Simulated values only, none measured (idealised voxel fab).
Proc. module: voxel air gaps
We display cut, a cross-section 300 nm in width whose square cells are each 5 nm.
How to read a cross-section here: the picture is a grid of square cells, written as bands going from the top down, and any band can span one or more rows of cells.
Within each band entry, the heights of the top and of the bottom of the band appear first, in that order and in nm; the materials of the band then follow from left to right, each with its corresponding width in nm. The designation "all across" on a single material indicates that it fills the band from edge to edge; the designation "air" indicates empty space.
It should be noted that heights are counted from 0, beneath which the wafer as supplied is of one material throughout, and that the lowest band possesses no lower boundary but continues downward, as written in "0 nm and below".
Width: "30..40" (first number = top row, second number = bottom row, same change from row to row of cells).
Any step labelled "no alteration" changed none of the cells in the cross-section.
The entry "Voids lacking openings" lists the empty spaces that cover at least 8 cells and have no open path to the top. Each is written as width x height at distance, where the distance is measured from the left edge and all three values are in nm.
Past the settings on a step's line: simulator remark, on that step.
overlay nm: mask offset rightward from planned place, masked step; negative means leftward offset.
# List of planned process steps
1 RECEIVE: material Si
2 CONFORMAL_DEP: material SiO2, thk nm 15
3 CONFORMAL_DEP: material SiCN, thk nm 5
4 DIRECTIONAL_DEP: material lowk, thk nm 30
5 PATTERN: tone open, mask id LINES, material resist, width nm 25, pitch nm 55, thk nm 20, overlay nm 0
6 DIRECTIONAL_ETCH: etch materials lowk, depth nm 30
7 STRIP: etch materials resist
8 CONFORMAL_DEP: material TiN, thk nm 5
9 FILL_DEP: material W, thk nm 5
10 CMP: height nm 50
11 EPI: material Ru, thk nm 10
12 SELECTIVE_ETCH: etch materials lowk, depth nm 40
13 CONFORMAL_DEP: material SiCN, thk nm 5
# Incoming wafer in cross-section (state: after step 1)
    0 nm and below = Si all across
    Voids lacking openings: none
# The first of two wafers, cross-sectioned at the end of the module, with the run proceeding as planned
    65 nm to 60 nm = 40 of air / 220 of SiCN / 40 of air
    60 nm to 50 nm = 40 of air / 5 of SiCN / 45 of Ru / 10 of SiCN / 45 of Ru / 10 of SiCN / 45 of Ru / 10 of SiCN / 45 of Ru / 5 of SiCN / 40 of air
    50 nm to 45 nm = 40 of air / 15 of SiCN / 5 of TiN / 15 of W / 5 of TiN / 30 of SiCN / 5 of TiN / 15 of W / 5 of TiN / 30 of SiCN / 5 of TiN / 15 of W / 5 of TiN / 30 of SiCN / 5 of TiN / 15 of W / 5 of TiN / 15 of SiCN / 40 of air
    45 nm to 25 nm = 50 of air / 5 of SiCN / 5 of TiN / 15 of W / 5 of TiN / 5 of SiCN / 20 of air / 5 of SiCN / 5 of TiN / 15 of W / 5 of TiN / 5 of SiCN / 20 of air / 5 of SiCN / 5 of TiN / 15 of W / 5 of TiN / 5 of SiCN / 20 of air / 5 of SiCN / 5 of TiN / 15 of W / 5 of TiN / 5 of SiCN / 50 of air
    25 nm to 20 nm = 55 of SiCN / 25 of TiN / 30 of SiCN / 25 of TiN / 30 of SiCN / 25 of TiN / 30 of SiCN / 25 of TiN / 55 of SiCN
    20 nm to 15 nm = SiCN all across
    15 nm to 0 nm = SiO2 all across
    0 nm and below = Si all across
    Voids lacking openings: 20 x 20 at 85; 20 x 20 at 140; 20 x 20 at 195
# Wafer two cross-section, module end. Start and plan unchanged from wafer one; one mistake made during the run
    65 nm to 60 nm = 40 of air / 220 of SiCN / 40 of air
    60 nm to 50 nm = 40 of air / 5 of SiCN / 45 of Ru / 10 of SiCN / 45 of Ru / 10 of SiCN / 45 of Ru / 10 of SiCN / 45 of Ru / 5 of SiCN / 40 of air
    50 nm to 45 nm = 40 of air / 15 of SiCN / 5 of TiN / 15 of W / 5 of TiN / 30 of SiCN / 5 of TiN / 15 of W / 5 of TiN / 30 of SiCN / 5 of TiN / 15 of W / 5 of TiN / 30 of SiCN / 5 of TiN / 15 of W / 5 of TiN / 15 of SiCN / 40 of air
    45 nm to 40 nm = 50 of air / 5 of SiCN / 5 of TiN / 15 of W / 5 of TiN / 5 of SiCN / 20 of air / 5 of SiCN / 5 of TiN / 15 of W / 5 of TiN / 5 of SiCN / 20 of air / 5 of SiCN / 5 of TiN / 15 of W / 5 of TiN / 5 of SiCN / 20 of air / 5 of SiCN / 5 of TiN / 15 of W / 5 of TiN / 5 of SiCN / 50 of air
    40 nm to 35 nm = 55 of SiCN / 25 of TiN / 30 of SiCN / 25 of TiN / 30 of SiCN / 25 of TiN / 30 of SiCN / 25 of TiN / 55 of SiCN
    35 nm to 30 nm = SiCN all across
    30 nm to 0 nm = SiO2 all across
    0 nm and below = Si all across
    Voids lacking openings: none
In executing the process, a mistake was made relative to the plan: twice, step 2 of the plan was run
Count the cells at the end and the second wafer has more or fewer of some materials than the first: SiCN: 24 fewer; SiO2: 180 more; TiN: 24 fewer; W: 36 fewer
Closed voids, final: 3 / 0 (first wafer / second wafer).
